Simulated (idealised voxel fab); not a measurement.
The document below concerns the process module designated voxel wiring stack.
The cross-section shown here is cut; it is 190 nm wide and divided into square cells measuring 5 nm on a side.
If you're reading a cross-section in this doc, picture square cells in a grid; it comes to you as bands, top ones listed first down to the bottom, and a band can be one or more rows of cells.
Band: top height; bottom height; in nm. Then, left to right: material with width in nm, for each material. "throughout": a single material spanning edge to edge. "empty": empty space.
We count height from 0. Below that, the starting wafer is all one material. The lowest band never ends at the bottom but goes on down; see "top 0, no bottom" for how that is written.
Note: "30 to 40" means the width goes from the first number (top row of the band) to the second number (bottom row) in equal steps per row of cells.
For the purposes of this document, the phrase "nothing different" attached to a step denotes that no cell within the cross-section was modified by that step.
Entry "Sealed void listing". Content: empty spaces with no open connection to the top, size 8 cells or greater. Each: width x height at distance. Distance: from left edge. Unit: nm.
If you see something after the settings on a step's line, that's the simulator's own remark about that step.
overlay nm: step with mask; distance mask lay right of planned place; negative value = left of planned place.

### plan
1,RECEIVE, material Si
2,CONFORMAL_DEP, material SiO2, thk nm 10
3,CONFORMAL_DEP, material SiN, thk nm 5
4,DIRECTIONAL_DEP, material lowk, thk nm 15
5,DIRECTIONAL_DEP, material aC, thk nm 10
6,PATTERN, tone open, mask id METAL_1, material resist, width nm 25, pitch nm 50, thk nm 30, overlay nm 0
7,DIRECTIONAL_ETCH, etch materials aC, depth nm 10
8,STRIP, etch materials resist
9,DIRECTIONAL_ETCH, etch materials lowk, depth nm 15
10,DIRECTIONAL_ETCH, etch materials SiN, depth nm 5
11,STRIP, etch materials aC
12,CONFORMAL_DEP, material TiN, thk nm 5
13,FILL_DEP, material Cu, thk nm 5
14,CMP, height nm 30
15,EPI, material Ru, thk nm 5
16,FILL_DEP, material SiCN, thk nm 5
17,DIRECTIONAL_DEP, material SiO2, thk nm 25
18,DIRECTIONAL_DEP, material aC, thk nm 15
19,PATTERN, tone open, mask id METAL_2, material resist, width nm 25, pitch nm 50, thk nm 30, overlay nm 0
20,DIRECTIONAL_ETCH, etch materials aC, depth nm 15
21,STRIP, etch materials resist
22,DIRECTIONAL_ETCH, etch materials SiO2, depth nm 15
23,STRIP, etch materials aC
24,MASKED_ETCH, tone open, mask id METAL_2_HOLES, width nm 15, etch materials SiO2, depth nm 10, overlay nm 0
25,MASKED_ETCH, tone open, mask id METAL_2_HOLES, width nm 15, etch materials SiCN, depth nm 5, overlay nm 0
26,CONFORMAL_DEP, material TiN, thk nm 5
27,FILL_DEP, material Cu, thk nm 5
28,CMP, height nm 65
29,CONFORMAL_DEP, material SiCN, thk nm 5

### Delivered wafer in cross-section: state after step 1
  top 0, no bottom  Si throughout
  Sealed void listing: none

### End-of-module XS, first of two wafers, run as planned
  top 70, bottom 65  SiCN throughout
  top 65, bottom 55  SiO2=55; TiN=5; Cu=15; TiN=5; SiO2=25; TiN=5; Cu=15; TiN=5; SiO2=60
  top 55, bottom 50  SiO2=55; TiN=5; Cu=5; TiN=15; SiO2=25; TiN=25; SiO2=60
  top 50, bottom 40  SiO2=55; TiN=5; Cu=5; TiN=5; SiO2=120
  top 40, bottom 35  SiCN=55; TiN=15; SiCN=120
  top 35, bottom 30  SiCN=50; Ru=35; SiCN=15; Ru=35; SiCN=55
  top 30, bottom 15  lowk=55; TiN=5; Cu=15; TiN=5; lowk=25; TiN=5; Cu=15; TiN=5; lowk=60
  top 15, bottom 10  SiN=55; TiN=25; SiN=25; TiN=25; SiN=60
  top 10, bottom 0  SiO2 throughout
  top 0, no bottom  Si throughout
  Sealed void listing: none

### Cross-section at end of module for the second wafer of two, which matched the first in starting point and plan and differed by one mistake in its processing
  top 70, bottom 65  SiCN throughout
  top 65, bottom 60  Cu=45; TiN=15; Cu=15; TiN=15; Cu=5; TiN=15; Cu=15; TiN=15; Cu=50
  top 60, bottom 55  TiN=50; SiO2=5; TiN=5; Cu=15; TiN=5; SiO2=5; TiN=15; SiO2=5; TiN=5; Cu=15; TiN=5; SiO2=5; TiN=55
  top 55, bottom 50  SiO2=55; TiN=5; Cu=15; TiN=5; SiO2=25; TiN=5; Cu=15; TiN=5; SiO2=60
  top 50, bottom 45  SiO2=55; TiN=5; Cu=5; TiN=15; SiO2=25; TiN=25; SiO2=60
  top 45, bottom 40  SiO2=55; TiN=5; Cu=5; TiN=5; SiO2=120
  top 40, bottom 35  SiO2=55; TiN=15; SiO2=120
  top 35, bottom 30  SiO2=50; Ru=35; SiO2=15; Ru=35; SiO2=55
  top 30, bottom 15  lowk=55; TiN=5; Cu=15; TiN=5; lowk=25; TiN=5; Cu=15; TiN=5; lowk=60
  top 15, bottom 10  SiN=55; TiN=25; SiN=25; TiN=25; SiN=60
  top 10, bottom 0  SiO2 throughout
  top 0, no bottom  Si throughout
  Sealed void listing: none
Nonconformance to the process plan: yeah, step 16 of the plan got skipped, never ran
Wafer comparison, final, in cells, second relative to first, materials more or fewer: Cu +25, SiCN -59, TiN +34
